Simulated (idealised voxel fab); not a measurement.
This is a process module. Its name is voxel wiring stack.
Square cell edge 5 nm, section width 160 nm, ID cut.
When this document writes out a cross-section, it uses a grid of square cells and lists it as bands, beginning at the top and moving down, with a band standing for one or more rows of cells. First you get the band's top height and its bottom height, in nm, and then the materials it's made of, left to right, with each width in nm. If you see a single material with "everywhere", that one covers the band edge to edge. "empty" is empty space. Height 0 is the level under which the wafer as received is all one material. The lowest band goes on downwards, as in "from 0 down". A two-number width, for instance "30..40", indicates that the width is equal to the first number in the top row of the band and to the second number in the bottom row, and that it changes by a constant amount per row of cells. Step note "left unchanged" = no cross-section cell changed. For the entry "Closed void register", the listed items are empty spaces with no open way to the top whose size is 8 cells or more; each item follows the pattern width x height at distance, where distance is from the left edge and all three are in nm. What comes after the settings on a step's line is commentary from the simulator itself on that step. Regarding "overlay nm": on a step with a mask, it is the distance the mask lay to the right of its planned place; a negative value places it to the left.
-- plan
1 op RECEIVE | material Si
2 op CONFORMAL_DEP | material SiO2 | thk nm 15
3 op CONFORMAL_DEP | material SiCN | thk nm 5
4 op DIRECTIONAL_DEP | material lowk | thk nm 20
5 op DIRECTIONAL_DEP | material aC | thk nm 15
6 op PATTERN | tone open | mask id METAL_1 | material resist | width nm 25 | pitch nm 45 | thk nm 30 | overlay nm 0
7 op DIRECTIONAL_ETCH | etch materials aC | depth nm 15
8 op STRIP | etch materials resist
9 op DIRECTIONAL_ETCH | etch materials lowk | depth nm 20
10 op DIRECTIONAL_ETCH | etch materials SiCN | depth nm 5
11 op STRIP | etch materials aC
12 op CONFORMAL_DEP | material TiN | thk nm 5
13 op FILL_DEP | material Cu | thk nm 5
14 op CMP | height nm 40
15 op CONFORMAL_DEP | material SiCN | thk nm 5
16 op DIRECTIONAL_DEP | material lowk | thk nm 15
17 op MASKED_ETCH | tone open | mask id PLUG_1 | width nm 15 | pitch nm 45 | etch materials lowk | depth nm 15 | overlay nm 0
18 op MASKED_ETCH | tone open | mask id PLUG_1 | width nm 15 | pitch nm 45 | etch materials SiCN | depth nm 5 | overlay nm 0
19 op EPI | material Ru | thk nm 10
20 op EPI | material Ru | thk nm 10
21 op CONFORMAL_DEP | material SiCN | thk nm 5
22 op DIRECTIONAL_DEP | material SiO2 | thk nm 20
23 op PATTERN | tone open | mask id METAL_2 | material resist | width nm 25 | pitch nm 45 | thk nm 15 | overlay nm 0
24 op DIRECTIONAL_ETCH | etch materials SiO2 | depth nm 20
25 op DIRECTIONAL_ETCH | etch materials SiCN | depth nm 5
26 op STRIP | etch materials resist
27 op CONFORMAL_DEP | material TiN | thk nm 5
28 op FILL_DEP | material W | thk nm 10
29 op CMP | height nm 85
30 op CONFORMAL_DEP | material SiCN | thk nm 5
31 op DIRECTIONAL_DEP | material SiO2 | thk nm 35
32 op PATTERN | tone open | mask id METAL_3_HOLES | material resist | width nm 15 | pitch nm 45 | thk nm 20 | overlay nm 0
33 op DIRECTIONAL_ETCH | etch materials SiO2 | depth nm 35
34 op STRIP | etch materials resist
35 op DIRECTIONAL_DEP | material aC | thk nm 10
36 op PATTERN | tone open | mask id METAL_3 | material resist | width nm 25 | pitch nm 45 | thk nm 30 | overlay nm 0
37 op DIRECTIONAL_ETCH | etch materials aC | depth nm 10
38 op STRIP | etch materials resist
39 op DIRECTIONAL_ETCH | etch materials SiO2 | depth nm 20
40 op DIRECTIONAL_ETCH | etch materials SiCN | depth nm 5
41 op STRIP | etch materials aC
42 op CONFORMAL_DEP | material TiN | thk nm 5
43 op FILL_DEP | material Cu | thk nm 10
44 op CMP | height nm 125
45 op CONFORMAL_DEP | material SiCN | thk nm 5
46 op DIRECTIONAL_DEP | material SiO2 | thk nm 10
47 op PATTERN | tone open | mask id PLUG_3 | material resist | width nm 15 | pitch nm 45 | thk nm 15 | overlay nm 0
48 op DIRECTIONAL_ETCH | etch materials SiO2 | depth nm 10
49 op DIRECTIONAL_ETCH | etch materials SiCN | depth nm 5
50 op STRIP | etch materials resist
51 op EPI | material Ru | thk nm 10
52 op EPI | material Ru | thk nm 5
53 op DIRECTIONAL_DEP | material TiN | thk nm 5
54 op DIRECTIONAL_DEP | material Ru | thk nm 20
55 op PATTERN | tone cover | mask id METAL_4 | material resist | width nm 25 | pitch nm 45 | thk nm 15 | overlay nm 0
56 op DIRECTIONAL_ETCH | etch materials Ru | depth nm 20
57 op DIRECTIONAL_ETCH | etch materials TiN | depth nm 5
58 op STRIP | etch materials resist
59 op CONFORMAL_DEP | material SiN | thk nm 5
60 op FILL_DEP | material lowk | thk nm 10
61 op CMP | height nm 165
62 op CONFORMAL_DEP | material SiCN | thk nm 5
-- As-received wafer cross-section (after step 1)
  from 0 down = Si everywhere
  Closed void register: none
-- Wafer at module end, in section. Began as above, planned as above, run with one mistake
  from 170 to 165 = SiCN everywhere
  from 165 to 145 = lowk 40 nm, SiN 5 nm, Ru 25 nm, SiN 5 nm, lowk 10 nm, SiN 5 nm, Ru 25 nm, SiN 5 nm, lowk 40 nm
  from 145 to 140 = SiN 45 nm, TiN 25 nm, SiN 20 nm, TiN 25 nm, SiN 45 nm
  from 140 to 130 = SiO2 45 nm, Ru 15 nm, SiO2 30 nm, Ru 15 nm, SiO2 55 nm
  from 130 to 125 = SiCN 45 nm, Ru 15 nm, SiCN 30 nm, Ru 15 nm, SiCN 55 nm
  from 125 to 110 = SiO2 45 nm, TiN 5 nm, Cu 15 nm, TiN 5 nm, SiO2 20 nm, TiN 5 nm, Cu 15 nm, TiN 5 nm, SiO2 45 nm
  from 110 to 105 = SiO2 45 nm, TiN 5 nm, Cu 5 nm, TiN 15 nm, SiO2 20 nm, TiN 5 nm, Cu 5 nm, TiN 15 nm, SiO2 45 nm
  from 105 to 90 = SiO2 45 nm, TiN 5 nm, Cu 5 nm, TiN 5 nm, SiO2 30 nm, TiN 5 nm, Cu 5 nm, TiN 5 nm, SiO2 55 nm
  from 90 to 85 = SiCN 45 nm, TiN 15 nm, SiCN 30 nm, TiN 15 nm, SiCN 55 nm
  from 85 to 65 = SiO2 45 nm, TiN 5 nm, W 15 nm, TiN 5 nm, SiO2 20 nm, TiN 5 nm, W 15 nm, TiN 5 nm, SiO2 45 nm
  from 65 to 60 = SiCN 45 nm, TiN 25 nm, SiCN 20 nm, TiN 25 nm, SiCN 45 nm
  from 60 to 45 = lowk 45 nm, Ru 15 nm, lowk 30 nm, Ru 15 nm, lowk 55 nm
  from 45 to 40 = SiCN 45 nm, Ru 15 nm, SiCN 30 nm, Ru 15 nm, SiCN 55 nm
  from 40 to 35 = lowk 45 nm, TiN 5 nm, Cu 15 nm, TiN 5 nm, lowk 20 nm, TiN 5 nm, Cu 15 nm, TiN 5 nm, lowk 45 nm
  from 35 to 30 = SiCN 45 nm, TiN 25 nm, SiCN 20 nm, TiN 25 nm, SiCN 45 nm
  from 30 to 0 = SiO2 everywhere
  from 0 down = Si everywhere
  Closed void register: none
Nonconformance to the process plan: step 2 was run twice
